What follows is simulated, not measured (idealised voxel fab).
Documented hereafter: the process module known as voxel capacitor over wiring.
For reference, the cross-section in this document is cut, with width 235 nm and square cells of 5 nm.
Just so we're on the same page, the cross-sections are grids of square cells, and they're listed out in bands top to bottom, each band one or more rows deep.
Look at the band entry: it leads with the top's height and the bottom's height in nm. Then it lists the materials left to right, with a width in nm for each. The word "full width" on a single material says that material fills the band edge to edge. The word "air" is empty space.
Height is counted from the level 0, under which the received wafer is composed throughout of one material. The lowest of the bands is not closed at the bottom but continues downward, in the notation "0 and below".
Note: "30..40" means the width goes from the first number (top row of the band) to the second number (bottom row) in equal steps per row of cells.
Take "no alterations made" at face value: in the step it is given for, the cross-section changed in none of its cells.
"Sealed void listing" enumerates empty spaces isolated from the top, with no open way to it, that contain at least 8 cells, giving each as width x height at distance from the left edge, all three in nm.
Read whatever lies past the settings on a step's line as the simulator's own remark about the step.
overlay nm: for a step with a mask, the amount by which the mask lay right of where it was planned; a negative amount means left of it.

Planned process steps:
- 1: RECEIVE,material Si
- 2: CONFORMAL_DEP,material SiO2,thk nm 10
- 3: DIRECTIONAL_DEP,material TiN,thk nm 5
- 4: DIRECTIONAL_DEP,material Ru,thk nm 25
- 5: DIRECTIONAL_DEP,material aC,thk nm 10
- 6: PATTERN,tone cover,mask id METAL_1,material resist,width nm 30,pitch nm 90,thk nm 25,overlay nm 0
- 7: DIRECTIONAL_ETCH,etch materials aC,depth nm 10
- 8: STRIP,etch materials resist
- 9: DIRECTIONAL_ETCH,etch materials Ru,depth nm 25
- 10: DIRECTIONAL_ETCH,etch materials TiN,depth nm 5
- 11: STRIP,etch materials aC
- 12: CONFORMAL_DEP,material SiN,thk nm 5
- 13: FILL_DEP,material SiO2,thk nm 5
- 14: CMP,height nm 40
- 15: CONFORMAL_DEP,material SiCN,thk nm 5
- 16: DIRECTIONAL_DEP,material lowk,thk nm 10
- 17: DIRECTIONAL_DEP,material aC,thk nm 10
- 18: PATTERN,tone open,mask id PLUG_1,material resist,width nm 15,thk nm 25,overlay nm 0
- 19: DIRECTIONAL_ETCH,etch materials aC,depth nm 10
- 20: STRIP,etch materials resist
- 21: DIRECTIONAL_ETCH,etch materials lowk,depth nm 10
- 22: DIRECTIONAL_ETCH,etch materials SiCN,depth nm 5
- 23: STRIP,etch materials aC
- 24: EPI,material Ru,thk nm 10
- 25: EPI,material Ru,thk nm 5
- 26: DIRECTIONAL_DEP,material TiN,thk nm 10
- 27: DIRECTIONAL_DEP,material Al2O3,thk nm 5
- 28: DIRECTIONAL_DEP,material TiN,thk nm 10
- 29: PATTERN,tone cover,mask id UPPER_PLATE,material resist,width nm 65,thk nm 20,overlay nm 0
- 30: DIRECTIONAL_ETCH,etch materials TiN,depth nm 10
- 31: DIRECTIONAL_ETCH,etch materials Al2O3,depth nm 5
- 32: STRIP,etch materials resist
- 33: DIRECTIONAL_DEP,material aC,thk nm 15
- 34: PATTERN,tone cover,mask id LOWER_PLATE,material resist,width nm 75,thk nm 35,overlay nm 0
- 35: DIRECTIONAL_ETCH,etch materials aC,depth nm 15
- 36: STRIP,etch materials resist
- 37: DIRECTIONAL_ETCH,etch materials TiN,depth nm 10
- 38: STRIP,etch materials aC
- 39: FILL_DEP,material SiO2,thk nm 15
- 40: CMP,height nm 90
- 41: MASKED_ETCH,tone open,mask id PLUG_2,width nm 15,etch materials SiO2,depth nm 10,overlay nm 0
- 42: CONFORMAL_DEP,material TiN,thk nm 5
- 43: FILL_DEP,material W,thk nm 5
- 44: CMP,height nm 90
- 45: CONFORMAL_DEP,material SiCN,thk nm 5

Cross-section of the wafer upon arrival, representing the state reached after step 1:
  0 and below: Si full width
  Sealed void listing: none

First of two wafers at the end of the module, shown in cross-section; run carried out as planned:
  95 down to 90: SiCN full width
  90 down to 85: 80 of SiO2 / 5 of TiN / 5 of W / 5 of TiN / 140 of SiO2
  85 down to 80: 80 of SiO2 / 15 of TiN / 140 of SiO2
  80 down to 70: 70 of SiO2 / 65 of TiN / 100 of SiO2
  70 down to 65: 70 of SiO2 / 65 of Al2O3 / 100 of SiO2
  65 down to 55: 65 of SiO2 / 75 of TiN / 95 of SiO2
  55 down to 45: 70 of lowk / 15 of Ru / 150 of lowk
  45 down to 40: 70 of SiCN / 15 of Ru / 150 of SiCN
  40 down to 15: 50 of SiO2 / 5 of SiN / 30 of Ru / 5 of SiN / 50 of SiO2 / 5 of SiN / 30 of Ru / 5 of SiN / 55 of SiO2
  15 down to 10: 55 of SiN / 30 of TiN / 60 of SiN / 30 of TiN / 60 of SiN
  10 down to 0: SiO2 full width
  0 and below: Si full width
  Sealed void listing: none

Second wafer through the module, sectioned at the end: same beginning and same plan as the first wafer, with one mistake in carrying it out:
  95 down to 90: SiCN full width
  90 down to 85: 80 of SiO2 / 5 of TiN / 5 of W / 5 of TiN / 140 of SiO2
  85 down to 80: 80 of SiO2 / 15 of TiN / 140 of SiO2
  80 down to 70: 85 of SiO2 / 50 of TiN / 100 of SiO2
  70 down to 65: 85 of SiO2 / 50 of Al2O3 / 100 of SiO2
  65 down to 55: 65 of SiO2 / 75 of TiN / 95 of SiO2
  55 down to 50: 70 of lowk / 15 of Al2O3 / 150 of lowk
  50 down to 45: 70 of lowk / 15 of TiN / 150 of lowk
  45 down to 40: 70 of SiCN / 15 of TiN / 150 of SiCN
  40 down to 15: lowk full width
  15 down to 10: TiN full width
  10 down to 0: SiO2 full width
  0 and below: Si full width
  Sealed void listing: none
Nonconformance to the process plan: heads up, step 4 didn't go per plan, it actually ran as DIRECTIONAL_DEP,material lowk,thk nm 25
Wrapping up, a cell-based count of both wafers puts the second over or under the first for these materials: 69 fewer of Ru | 55 fewer of SiN | 146 fewer of SiO2 | 35 more of TiN | 235 more of lowk
